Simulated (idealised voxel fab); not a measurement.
Title: Process Module voxel gate over fins
Xsec cut, 160 nm wide, square cell size 5 nm.
Cross-section = grid of square cells, listed top down in bands; band = one or more rows.
Read a band's entry like this: the first values are the height of its top and the height of its bottom in nm, and what follows is the sequence of materials from left to right, each with its width in nm. Note that "blank" is empty space, and that a single material marked "full width" reaches across the band from edge to edge.
Height 0 is the level under which the wafer as received is all one material. The lowest band goes on downwards, as in "0 nm and below".
A two-number width, for instance "30->40", indicates that the width is equal to the first number in the top row of the band and to the second number in the bottom row, and that it changes by a constant amount per row of cells.
No cell of the cross-section changed in a step that is given as "remained the same".
Under "Closed-off voids" you'll find the enclosed gaps, the ones with no way out to the top, that are 8 cells or bigger; each reads width x height at distance, with distance counted from the left edge, everything in nm.
Text after the settings on a step's line: the simulator's own remark on that step.
The setting "overlay nm" may be written on the line of a step. When the step uses a mask, the value reports how far to the right of the planned place the mask lay, and a negative value reports that it lay to the left.
[Process steps (planned)]
- 1: RECEIVE: material Si
- 2: CONFORMAL_DEP: material SiN, thk nm 5
- 3: MASKED_ETCH: tone cover, mask id FINS, width nm 15, pitch nm 40, etch materials SiN, depth nm 5, overlay nm 0
- 4: MASKED_ETCH: tone cover, mask id FINS, width nm 15, pitch nm 40, etch materials Si, depth nm 30, overlay nm 0
- 5: OXIDIZE: depth nm 5
- 6: FILL_DEP: material SiO2, thk nm 15
- 7: CMP: height nm 5
- 8: SELECTIVE_ETCH: etch materials SiO2, depth nm 15
- 9: STRIP: etch materials SiN
- 10: CONFORMAL_DEP: material HfO2, thk nm 5
- 11: CONFORMAL_DEP: material TiN, thk nm 5
- 12: FILL_DEP: material W, thk nm 10
- 13: CMP: height nm 15
- 14: CONFORMAL_DEP: material SiCN, thk nm 10
[as received, after step 1]
	0 nm and below: Si full width
	Closed-off voids: none
[Looking at the first of two wafers in cross-section at end of module - ran to plan]
	25 nm to 15 nm: SiCN full width
	15 nm to 10 nm: W full width
	10 nm to 5 nm: W=45 / TiN=25 / W=15 / TiN=25 / W=50
	5 nm to 0 nm: W=45 / TiN=5 / HfO2=15 / TiN=5 / W=15 / TiN=5 / HfO2=15 / TiN=5 / W=50
	0 nm to -5 nm: TiN=50 / HfO2=5 / Si=5 / HfO2=5 / TiN=25 / HfO2=5 / Si=5 / HfO2=5 / TiN=55
	-5 nm to -10 nm: HfO2=55 / Si=5 / HfO2=35 / Si=5 / HfO2=60
	-10 nm to -35 nm: SiO2=55 / Si=5 / SiO2=35 / Si=5 / SiO2=60
	-35 nm and below: Si full width
	Closed-off voids: none
[Module end: cross-section of wafer two of two. Same start and process plan as the first wafer. One mistake during execution]
	25 nm to 15 nm: SiCN full width
	15 nm to 10 nm: W full width
	10 nm to 5 nm: W=45 / TiN=25 / W=15 / TiN=25 / W=50
	5 nm to 0 nm: W=45 / TiN=5 / HfO2=15 / TiN=5 / W=15 / TiN=5 / HfO2=15 / TiN=5 / W=50
	0 nm to -15 nm: W=45 / TiN=5 / HfO2=5 / Si=5 / HfO2=5 / TiN=5 / W=15 / TiN=5 / HfO2=5 / Si=5 / HfO2=5 / TiN=5 / W=50
	-15 nm to -20 nm: TiN=50 / HfO2=5 / Si=5 / HfO2=5 / TiN=25 / HfO2=5 / Si=5 / HfO2=5 / TiN=55
	-20 nm to -25 nm: HfO2=55 / Si=5 / HfO2=35 / Si=5 / HfO2=60
	-25 nm to -35 nm: SiO2=55 / Si=5 / SiO2=35 / Si=5 / SiO2=60
	-35 nm and below: Si full width
	Closed-off voids: none
Want to know what went wrong? in the plan, step 8 was performed twice
Per the end-of-run cell counts, the second wafer holds more or fewer of some materials than the first: 12 more of HfO2, 90 fewer of SiO2, 12 more of TiN, 66 more of W
